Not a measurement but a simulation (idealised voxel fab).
process module | voxel spacer lines
cross-section cut | 145 nm wide | cells 5 nm
A cross-section is a grid of square cells, given in bands from the top down. A band is one or more rows of cells.
Each band's line starts with the height of the band's top and of its bottom, in nm. Then come its materials from left to right, each with its width in nm. One material with "throughout" fills the band from edge to edge. "air" is empty space.
Height 0 is the level under which the wafer as received is all one material. The lowest band goes on downwards, as in "0 down".
A width such as "30 to 40" changes by the same amount from each row of cells to the next, from the band's top row to its bottom row.
"no change" after a step means that no cell of the cross-section changed.
closed voids: empty space of 8 cells or more with no open way to the top, each as width x height at its distance from the left edge, in nm
after a step's settings: what the simulator itself notes on the step
overlay nm, on a step with a mask: how far to the right of its planned place the mask lay; to the left if negative
plan
1 op RECEIVE | material Si
2 op CONFORMAL_DEP | material Al2O3 | thk nm 5
3 op DIRECTIONAL_DEP | material W | thk nm 15
4 op DIRECTIONAL_DEP | material polySi | thk nm 20
5 op PATTERN | tone cover | mask id MANDREL | material resist | width nm 15 | pitch nm 50 | thk nm 30 | overlay nm 0
6 op DIRECTIONAL_ETCH | etch materials polySi | depth nm 20
7 op STRIP | etch materials resist
8 op CONFORMAL_DEP | material SiN | thk nm 10
9 op DIRECTIONAL_ETCH | etch materials SiN | depth nm 10
10 op STRIP | etch materials polySi
11 op DIRECTIONAL_ETCH | etch materials W | depth nm 15
12 op STRIP | etch materials SiN
13 op FILL_DEP | material SiO2 | thk nm 5
14 op CMP | height nm 20
first wafer, as planned
as received, after step 1
  0 down: Si throughout
  closed voids: none
after step 2
  5 to 0: Al2O3 throughout
  below 0: unchanged
after step 3
  20 to 5: W throughout
  below 5: unchanged
after step 4
  40 to 20: polySi throughout
  below 20: unchanged
after step 5
  70 to 40: air 40 | resist 15 | air 35 | resist 15 | air 40
  below 40: unchanged
after step 6
  70 to 40: air 40 | resist 15 | air 35 | resist 15 | air 40
  40 to 20: air 40 | polySi 15 | air 35 | polySi 15 | air 40
  below 20: unchanged
after step 7
  40 to 20: air 40 | polySi 15 | air 35 | polySi 15 | air 40
  below 20: unchanged
after step 8
  50 to 40: air 30 | SiN 35 | air 15 | SiN 35 | air 30
  40 to 30: air 30 | SiN 10 | polySi 15 | SiN 10 | air 15 | SiN 10 | polySi 15 | SiN 10 | air 30
  30 to 20: SiN 40 | polySi 15 | SiN 35 | polySi 15 | SiN 40
  below 20: unchanged
after step 9
  40 to 20: air 30 | SiN 10 | polySi 15 | SiN 10 | air 15 | SiN 10 | polySi 15 | SiN 10 | air 30
  below 20: unchanged
after step 10
  40 to 20: air 30 | SiN 10 | air 15 | SiN 10 | air 15 | SiN 10 | air 15 | SiN 10 | air 30
  below 20: unchanged
after step 11
  40 to 20: air 30 | SiN 10 | air 15 | SiN 10 | air 15 | SiN 10 | air 15 | SiN 10 | air 30
  20 to 5: air 30 | W 10 | air 15 | W 10 | air 15 | W 10 | air 15 | W 10 | air 30
  below 5: unchanged
after step 12
  20 to 5: air 30 | W 10 | air 15 | W 10 | air 15 | W 10 | air 15 | W 10 | air 30
  below 5: unchanged
after step 13
  25 to 20: SiO2 throughout
  20 to 5: SiO2 30 | W 10 | SiO2 15 | W 10 | SiO2 15 | W 10 | SiO2 15 | W 10 | SiO2 30
  below 5: unchanged
after step 14
  20 to 5: SiO2 30 | W 10 | SiO2 15 | W 10 | SiO2 15 | W 10 | SiO2 15 | W 10 | SiO2 30
  below 5: unchanged
second wafer: like start, like plan, one mistake. Through step 1 it matches the first wafer
when step 2 should have ended: no change
when step 3 should have ended
  15 to 0: W throughout
  below 0: unchanged
when step 4 should have ended
  35 to 15: polySi throughout
  below 15: unchanged
when step 5 should have ended
  65 to 35: air 40 | resist 15 | air 35 | resist 15 | air 40
  below 35: unchanged
when step 6 should have ended
  65 to 35: air 40 | resist 15 | air 35 | resist 15 | air 40
  35 to 15: air 40 | polySi 15 | air 35 | polySi 15 | air 40
  below 15: unchanged
when step 7 should have ended
  35 to 15: air 40 | polySi 15 | air 35 | polySi 15 | air 40
  below 15: unchanged
when step 8 should have ended
  45 to 35: air 30 | SiN 35 | air 15 | SiN 35 | air 30
  35 to 25: air 30 | SiN 10 | polySi 15 | SiN 10 | air 15 | SiN 10 | polySi 15 | SiN 10 | air 30
  25 to 15: SiN 40 | polySi 15 | SiN 35 | polySi 15 | SiN 40
  below 15: unchanged
when step 9 should have ended
  35 to 15: air 30 | SiN 10 | polySi 15 | SiN 10 | air 15 | SiN 10 | polySi 15 | SiN 10 | air 30
  below 15: unchanged
when step 10 should have ended
  35 to 15: air 30 | SiN 10 | air 15 | SiN 10 | air 15 | SiN 10 | air 15 | SiN 10 | air 30
  below 15: unchanged
when step 11 should have ended
  35 to 15: air 30 | SiN 10 | air 15 | SiN 10 | air 15 | SiN 10 | air 15 | SiN 10 | air 30
  15 to 0: air 30 | W 10 | air 15 | W 10 | air 15 | W 10 | air 15 | W 10 | air 30
  below 0: unchanged
when step 12 should have ended
  15 to 0: air 30 | W 10 | air 15 | W 10 | air 15 | W 10 | air 15 | W 10 | air 30
  below 0: unchanged
when step 13 should have ended
  20 to 15: SiO2 throughout
  15 to 0: SiO2 30 | W 10 | SiO2 15 | W 10 | SiO2 15 | W 10 | SiO2 15 | W 10 | SiO2 30
  below 0: unchanged
when step 14 should have ended: no change
what went wrong: step 2 was left out
at the end the second wafer has, in cells: 29 fewer of Al2O3 | 29 more of SiO2
